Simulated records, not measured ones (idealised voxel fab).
The process module that follows is named voxel self aligned contacts.
The cross-section shown here is cut; it is 205 nm wide and divided into square cells measuring 5 nm on a side.
This document writes a cross-section as a grid whose cells are square, and gives it as bands, listed from the top down; one or more rows of cells form a band. Band: top height; bottom height; in nm. Then, left to right: material with width in nm, for each material. "full width": a single material spanning edge to edge. "empty": empty space. Heights from 0 (as-received wafer is one material below). Bottom band endless downward, as "0 -> down". With a width like "30..40", each row of cells in the band differs from the next by the same amount, the top row carrying the first number and the bottom row the second. It should be understood that the words "no alteration", when stated for a given step, signify that the cross-section underwent no change in any of its cells during that step. You'll see "Closed void inventory" listing empty spaces that have no way open to the top, as long as they're 8 cells or more; the notation is width x height at distance, where the distance is from the left edge, and all of it is in nm. after a step's settings: what the simulator itself notes on the step. The setting "overlay nm" may be written on the line of a step. When the step uses a mask, the value reports how far to the right of the planned place the mask lay, and a negative value reports that it lay to the left.
These are the steps we planned for the process:
1. RECEIVE (material Si)
2. CONFORMAL_DEP (material SiO2; thk nm 5)
3. DIRECTIONAL_DEP (material polySi; thk nm 30)
4. DIRECTIONAL_DEP (material SiN; thk nm 20)
5. PATTERN (tone cover; mask id GATE; material resist; width nm 30; pitch nm 60; thk nm 20; overlay nm 0)
6. DIRECTIONAL_ETCH (etch materials SiN; depth nm 20)
7. DIRECTIONAL_ETCH (etch materials polySi; depth nm 30)
8. STRIP (etch materials resist)
9. CONFORMAL_DEP (material SiN; thk nm 5)
10. DIRECTIONAL_ETCH (etch materials SiN; depth nm 5)
11. FILL_DEP (material SiO2; thk nm 15)
12. CMP (height nm 60)
13. PATTERN (tone open; mask id CONTACT; material resist; width nm 40; thk nm 15; overlay nm 0)
14. DIRECTIONAL_ETCH (etch materials SiO2; depth nm 60)
15. STRIP (etch materials resist)
16. CONFORMAL_DEP (material TiN; thk nm 5)
17. FILL_DEP (material W; thk nm 10)
18. CMP (height nm 60)
19. CONFORMAL_DEP (material SiN; thk nm 5)
Cross-section of the incoming wafer, state after step 1:
    0 -> down: Si full width
    Closed void inventory: none
One mistake in running the module, otherwise start and plan as above: cross-section at the end:
    65 -> 60: SiN full width
    60 -> 55: SiO2=80  TiN=15  W=10  TiN=20  SiO2=80
    55 -> 35: SiO2=50  SiN=40  TiN=5  W=10  TiN=5  SiN=40  SiO2=55
    35 -> 5: SiO2=50  SiN=5  polySi=30  SiN=5  TiN=5  W=10  TiN=5  SiN=5  polySi=30  SiN=5  SiO2=55
    5 -> 0: SiO2=90  TiN=20  SiO2=95
    0 -> down: Si full width
    Closed void inventory: none
It is concluded that the wafer was processed incorrectly with respect to the plan, in that for step 13, the planned setting was not used; the step was instead run as PATTERN (tone open; mask id CONTACT; material resist; width nm 45; thk nm 15; overlay nm 0)
